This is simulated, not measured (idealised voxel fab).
A process module follows: voxel self aligned contacts.
FYI the section here is cut, 250 nm wide, cells are 5 nm squares.
Heads up, the way a cross-section reads in here is a grid of square cells, handed over as bands from the top down, with every band being one or more rows of cells.
The band entry comprises the height of the band's top followed by the height of its bottom, expressed in nm, and subsequently the band's materials from left to right, each stated together with its width in nm. Where a single material is marked with the word "throughout", that material fills the band from edge to edge. The word "empty" represents empty space.
Heights from 0 (as-received wafer is one material below). Bottom band endless downward, as "z 0 and below".
You'd read "30..40" like this: the band's top row of cells is as wide as the first number, its bottom row is as wide as the second, and going down, every row changes width by the same amount as the row before did.
Any step labelled "remains unaltered" changed none of the cells in the cross-section.
Entry "Cavities, sealed". Content: empty spaces with no open connection to the top, size 8 cells or greater. Each: width x height at distance. Distance: from left edge. Unit: nm.
Whatever follows a step's settings on its line is a remark the simulator itself makes about that step.
Among the settings permitted on a step's line is "overlay nm"; applied to a step with a mask, it specifies the extent to which the mask lay to the right of its planned position, whereas a negative figure signifies a position to the left.
# The planned process steps are enumerated hereunder
- 1: RECEIVE | material Si
- 2: OXIDIZE | depth nm 5
- 3: DIRECTIONAL_DEP | material polySi | thk nm 25
- 4: DIRECTIONAL_DEP | material SiN | thk nm 20
- 5: DIRECTIONAL_DEP | material aC | thk nm 15
- 6: PATTERN | tone cover | mask id GATE | material resist | width nm 30 | pitch nm 75 | thk nm 30 | overlay nm 0
- 7: DIRECTIONAL_ETCH | etch materials aC | depth nm 15
- 8: STRIP | etch materials resist
- 9: DIRECTIONAL_ETCH | etch materials SiN | depth nm 20
- 10: DIRECTIONAL_ETCH | etch materials polySi | depth nm 25
- 11: STRIP | etch materials aC
- 12: CONFORMAL_DEP | material SiN | thk nm 10
- 13: DIRECTIONAL_ETCH | etch materials SiN | depth nm 10
- 14: FILL_DEP | material SiO2 | thk nm 15
- 15: CMP | height nm 55
- 16: DIRECTIONAL_DEP | material aC | thk nm 15
- 17: PATTERN | tone open | mask id CONTACT | material resist | width nm 55 | thk nm 30 | overlay nm 0
- 18: DIRECTIONAL_ETCH | etch materials aC | depth nm 15
- 19: STRIP | etch materials resist
- 20: DIRECTIONAL_ETCH | etch materials SiO2 | depth nm 60
- 21: STRIP | etch materials aC
- 22: CONFORMAL_DEP | material TiN | thk nm 5
- 23: FILL_DEP | material W | thk nm 5
- 24: CMP | height nm 55
- 25: CONFORMAL_DEP | material SiCN | thk nm 5
# First out of two wafers; run went to plan
# Step 1 complete: cross-section of the wafer as received
  z 0 and below | Si throughout
  Cavities, sealed: none
# Wafer section view after processing step 2
  z 0 to -5 | SiO2 throughout
  At heights below -5, the structure remains unaltered.
# Wafer section view after processing step 3
  z 25 to 0 | polySi throughout
  At heights below 0, the structure remains unaltered.
# Wafer section view after processing step 4
  z 45 to 25 | SiN throughout
  At heights below 25, the structure remains unaltered.
# Wafer section view after processing step 5
  z 60 to 45 | aC throughout
  At heights below 45, the structure remains unaltered.
# Wafer section view after processing step 6
  z 90 to 60 | 70 of empty; 30 of resist; 45 of empty; 30 of resist; 75 of empty
  At heights below 60, the structure remains unaltered.
# Wafer section view after processing step 7
  z 75 to 60 | 70 of empty; 30 of resist; 45 of empty; 30 of resist; 75 of empty
  z 60 to 45 | 70 of empty; 30 of aC; 45 of empty; 30 of aC; 75 of empty
  At heights below 45, the structure remains unaltered.
# Wafer section view after processing step 8
  z 60 to 45 | 70 of empty; 30 of aC; 45 of empty; 30 of aC; 75 of empty
  At heights below 45, the structure remains unaltered.
# Wafer section view after processing step 9
  z 60 to 45 | 70 of empty; 30 of aC; 45 of empty; 30 of aC; 75 of empty
  z 45 to 25 | 70 of empty; 30 of SiN; 45 of empty; 30 of SiN; 75 of empty
  At heights below 25, the structure remains unaltered.
# Wafer section view after processing step 10
  z 60 to 45 | 70 of empty; 30 of aC; 45 of empty; 30 of aC; 75 of empty
  z 45 to 25 | 70 of empty; 30 of SiN; 45 of empty; 30 of SiN; 75 of empty
  z 25 to 0 | 70 of empty; 30 of polySi; 45 of empty; 30 of polySi; 75 of empty
  At heights below 0, the structure remains unaltered.
# Wafer section view after processing step 11
  z 45 to 25 | 70 of empty; 30 of SiN; 45 of empty; 30 of SiN; 75 of empty
  At heights below 25, the structure remains unaltered.
# Wafer section view after processing step 12
  z 55 to 25 | 60 of empty; 50 of SiN; 25 of empty; 50 of SiN; 65 of empty
  z 25 to 10 | 60 of empty; 10 of SiN; 30 of polySi; 10 of SiN; 25 of empty; 10 of SiN; 30 of polySi; 10 of SiN; 65 of empty
  z 10 to 0 | 70 of SiN; 30 of polySi; 45 of SiN; 30 of polySi; 75 of SiN
  At heights below 0, the structure remains unaltered.
# Wafer section view after processing step 13
  z 45 to 25 | 60 of empty; 50 of SiN; 25 of empty; 50 of SiN; 65 of empty
  z 25 to 0 | 60 of empty; 10 of SiN; 30 of polySi; 10 of SiN; 25 of empty; 10 of SiN; 30 of polySi; 10 of SiN; 65 of empty
  At heights below 0, the structure remains unaltered.
# Wafer section view after processing step 14
  z 60 to 45 | SiO2 throughout
  z 45 to 25 | 60 of SiO2; 50 of SiN; 25 of SiO2; 50 of SiN; 65 of SiO2
  z 25 to 0 | 60 of SiO2; 10 of SiN; 30 of polySi; 10 of SiN; 25 of SiO2; 10 of SiN; 30 of polySi; 10 of SiN; 65 of SiO2
  At heights below 0, the structure remains unaltered.
# Wafer section view after processing step 15
  z 55 to 45 | SiO2 throughout
  At heights below 45, the structure remains unaltered.
# Wafer section view after processing step 16
  z 70 to 55 | aC throughout
  At heights below 55, the structure remains unaltered.
# Wafer section view after processing step 17
  z 100 to 70 | 95 of resist; 55 of empty; 100 of resist
  At heights below 70, the structure remains unaltered.
# Wafer section view after processing step 18
  z 85 to 70 | 95 of resist; 55 of empty; 100 of resist
  z 70 to 55 | 95 of aC; 55 of empty; 100 of aC
  At heights below 55, the structure remains unaltered.
# Wafer section view after processing step 19
  z 70 to 55 | 95 of aC; 55 of empty; 100 of aC
  At heights below 55, the structure remains unaltered.
# Wafer section view after processing step 20
  z 70 to 55 | 95 of aC; 55 of empty; 100 of aC
  z 55 to 45 | 95 of SiO2; 55 of empty; 100 of SiO2
  z 45 to 25 | 60 of SiO2; 50 of SiN; 25 of empty; 50 of SiN; 65 of SiO2
  z 25 to 0 | 60 of SiO2; 10 of SiN; 30 of polySi; 10 of SiN; 25 of empty; 10 of SiN; 30 of polySi; 10 of SiN; 65 of SiO2
  z 0 to -5 | 110 of SiO2; 25 of empty; 115 of SiO2
  At heights below -5, the structure remains unaltered.
# Wafer section view after processing step 21
  z 55 to 45 | 95 of SiO2; 55 of empty; 100 of SiO2
  At heights below 45, the structure remains unaltered.
# Wafer section view after processing step 22
  z 60 to 55 | 100 of TiN; 45 of empty; 105 of TiN
  z 55 to 45 | 95 of SiO2; 5..20 of TiN; 45..15 of empty; 5..20 of TiN; 100 of SiO2
  z 45 to 25 | 60 of SiO2; 50 of SiN; 5 of TiN; 15 of empty; 5 of TiN; 50 of SiN; 65 of SiO2
  z 25 to 0 | 60 of SiO2; 10 of SiN; 30 of polySi; 10 of SiN; 5 of TiN; 15 of empty; 5 of TiN; 10 of SiN; 30 of polySi; 10 of SiN; 65 of SiO2
  z 0 to -5 | 110 of SiO2; 25 of TiN; 115 of SiO2
  At heights below -5, the structure remains unaltered.
# Wafer section view after processing step 23
  z 65 to 60 | W throughout
  z 60 to 55 | 100 of TiN; 45 of W; 105 of TiN
  z 55 to 45 | 95 of SiO2; 5..20 of TiN; 45..15 of W; 5..20 of TiN; 100 of SiO2
  z 45 to 25 | 60 of SiO2; 50 of SiN; 5 of TiN; 15 of W; 5 of TiN; 50 of SiN; 65 of SiO2
  z 25 to 0 | 60 of SiO2; 10 of SiN; 30 of polySi; 10 of SiN; 5 of TiN; 15 of W; 5 of TiN; 10 of SiN; 30 of polySi; 10 of SiN; 65 of SiO2
  At heights below 0, the structure remains unaltered.
# Wafer section view after processing step 24
  z 55 to 45 | 95 of SiO2; 5..20 of TiN; 45..15 of W; 5..20 of TiN; 100 of SiO2
  At heights below 45, the structure remains unaltered.
# Wafer section view after processing step 25
  z 60 to 55 | SiCN throughout
  At heights below 55, the structure remains unaltered.
# Second wafer: same start and same plan as the first, one execution error; identical to the first through step 1
Cross-section of the second wafer corresponding to the planned conclusion of step 2: remains unaltered
# Cross-section of the second wafer corresponding to the planned conclusion of step 3
  z 25 to 0 | polySi throughout
  At heights below 0, the structure remains unaltered.
# Cross-section of the second wafer corresponding to the planned conclusion of step 4
  z 45 to 25 | SiN throughout
  At heights below 25, the structure remains unaltered.
# Cross-section of the second wafer corresponding to the planned conclusion of step 5
  z 60 to 45 | aC throughout
  At heights below 45, the structure remains unaltered.
# Cross-section of the second wafer corresponding to the planned conclusion of step 6
  z 90 to 60 | 70 of empty; 30 of resist; 45 of empty; 30 of resist; 75 of empty
  At heights below 60, the structure remains unaltered.
# Cross-section of the second wafer corresponding to the planned conclusion of step 7
  z 75 to 60 | 70 of empty; 30 of resist; 45 of empty; 30 of resist; 75 of empty
  z 60 to 45 | 70 of empty; 30 of aC; 45 of empty; 30 of aC; 75 of empty
  At heights below 45, the structure remains unaltered.
# Cross-section of the second wafer corresponding to the planned conclusion of step 8
  z 60 to 45 | 70 of empty; 30 of aC; 45 of empty; 30 of aC; 75 of empty
  At heights below 45, the structure remains unaltered.
# Cross-section of the second wafer corresponding to the planned conclusion of step 9
  z 60 to 45 | 70 of empty; 30 of aC; 45 of empty; 30 of aC; 75 of empty
  z 45 to 25 | 70 of empty; 30 of SiN; 45 of empty; 30 of SiN; 75 of empty
  At heights below 25, the structure remains unaltered.
# Cross-section of the second wafer corresponding to the planned conclusion of step 10
  z 60 to 45 | 70 of empty; 30 of aC; 45 of empty; 30 of aC; 75 of empty
  z 45 to 25 | 70 of empty; 30 of SiN; 45 of empty; 30 of SiN; 75 of empty
  z 25 to 0 | 70 of empty; 30 of polySi; 45 of empty; 30 of polySi; 75 of empty
  At heights below 0, the structure remains unaltered.
# Cross-section of the second wafer corresponding to the planned conclusion of step 11
  z 45 to 25 | 70 of empty; 30 of SiN; 45 of empty; 30 of SiN; 75 of empty
  At heights below 25, the structure remains unaltered.
# Cross-section of the second wafer corresponding to the planned conclusion of step 12
  z 55 to 25 | 60 of empty; 50 of SiN; 25 of empty; 50 of SiN; 65 of empty
  z 25 to 10 | 60 of empty; 10 of SiN; 30 of polySi; 10 of SiN; 25 of empty; 10 of SiN; 30 of polySi; 10 of SiN; 65 of empty
  z 10 to 0 | 70 of SiN; 30 of polySi; 45 of SiN; 30 of polySi; 75 of SiN
  At heights below 0, the structure remains unaltered.
# Cross-section of the second wafer corresponding to the planned conclusion of step 13
  z 45 to 25 | 60 of empty; 50 of SiN; 25 of empty; 50 of SiN; 65 of empty
  z 25 to 0 | 60 of empty; 10 of SiN; 30 of polySi; 10 of SiN; 25 of empty; 10 of SiN; 30 of polySi; 10 of SiN; 65 of empty
  At heights below 0, the structure remains unaltered.
# Cross-section of the second wafer corresponding to the planned conclusion of step 14
  z 60 to 45 | SiO2 throughout
  z 45 to 25 | 60 of SiO2; 50 of SiN; 25 of SiO2; 50 of SiN; 65 of SiO2
  z 25 to 0 | 60 of SiO2; 10 of SiN; 30 of polySi; 10 of SiN; 25 of SiO2; 10 of SiN; 30 of polySi; 10 of SiN; 65 of SiO2
  At heights below 0, the structure remains unaltered.
# Cross-section of the second wafer corresponding to the planned conclusion of step 15
  z 55 to 45 | SiO2 throughout
  At heights below 45, the structure remains unaltered.
# Cross-section of the second wafer corresponding to the planned conclusion of step 16
  z 70 to 55 | aC throughout
  At heights below 55, the structure remains unaltered.
# Cross-section of the second wafer corresponding to the planned conclusion of step 17
  z 100 to 70 | 95 of resist; 55 of empty; 100 of resist
  At heights below 70, the structure remains unaltered.
# Cross-section of the second wafer corresponding to the planned conclusion of step 18
  z 85 to 70 | 95 of resist; 55 of empty; 100 of resist
  z 70 to 55 | 95 of aC; 55 of empty; 100 of aC
  At heights below 55, the structure remains unaltered.
# Cross-section of the second wafer corresponding to the planned conclusion of step 19
  z 70 to 55 | 95 of aC; 55 of empty; 100 of aC
  At heights below 55, the structure remains unaltered.
# Cross-section of the second wafer corresponding to the planned conclusion of step 20
  z 70 to 55 | 95 of aC; 55 of empty; 100 of aC
  z 55 to 45 | 95 of SiO2; 55 of empty; 100 of SiO2
  z 45 to 25 | 60 of SiO2; 50 of SiN; 25 of empty; 50 of SiN; 65 of SiO2
  z 25 to 0 | 60 of SiO2; 10 of SiN; 30 of polySi; 10 of SiN; 25 of empty; 10 of SiN; 30 of polySi; 10 of SiN; 65 of SiO2
  At heights below 0, the structure remains unaltered.
# Cross-section of the second wafer corresponding to the planned conclusion of step 21
  z 55 to 45 | 95 of SiO2; 55 of empty; 100 of SiO2
  At heights below 45, the structure remains unaltered.
# Cross-section of the second wafer corresponding to the planned conclusion of step 22
  z 60 to 55 | 100 of TiN; 45 of empty; 105 of TiN
  z 55 to 45 | 95 of SiO2; 5..20 of TiN; 45..15 of empty; 5..20 of TiN; 100 of SiO2
  z 45 to 25 | 60 of SiO2; 50 of SiN; 5 of TiN; 15 of empty; 5 of TiN; 50 of SiN; 65 of SiO2
  z 25 to 5 | 60 of SiO2; 10 of SiN; 30 of polySi; 10 of SiN; 5 of TiN; 15 of empty; 5 of TiN; 10 of SiN; 30 of polySi; 10 of SiN; 65 of SiO2
  z 5 to 0 | 60 of SiO2; 10 of SiN; 30 of polySi; 10 of SiN; 25 of TiN; 10 of SiN; 30 of polySi; 10 of SiN; 65 of SiO2
  At heights below 0, the structure remains unaltered.
# Cross-section of the second wafer corresponding to the planned conclusion of step 23
  z 65 to 60 | W throughout
  z 60 to 55 | 100 of TiN; 45 of W; 105 of TiN
  z 55 to 45 | 95 of SiO2; 5..20 of TiN; 45..15 of W; 5..20 of TiN; 100 of SiO2
  z 45 to 25 | 60 of SiO2; 50 of SiN; 5 of TiN; 15 of W; 5 of TiN; 50 of SiN; 65 of SiO2
  z 25 to 5 | 60 of SiO2; 10 of SiN; 30 of polySi; 10 of SiN; 5 of TiN; 15 of W; 5 of TiN; 10 of SiN; 30 of polySi; 10 of SiN; 65 of SiO2
  At heights below 5, the structure remains unaltered.
# Cross-section of the second wafer corresponding to the planned conclusion of step 24
  z 55 to 45 | 95 of SiO2; 5..20 of TiN; 45..15 of W; 5..20 of TiN; 100 of SiO2
  At heights below 45, the structure remains unaltered.
# Cross-section of the second wafer corresponding to the planned conclusion of step 25
  z 60 to 55 | SiCN throughout
  At heights below 55, the structure remains unaltered.
what went wrong: it should be noted that step 2 of the plan was omitted and was not performed
Cell-count delta at end, second wafer over first, by material: +50 Si; -45 SiO2; -2 TiN; -3 W
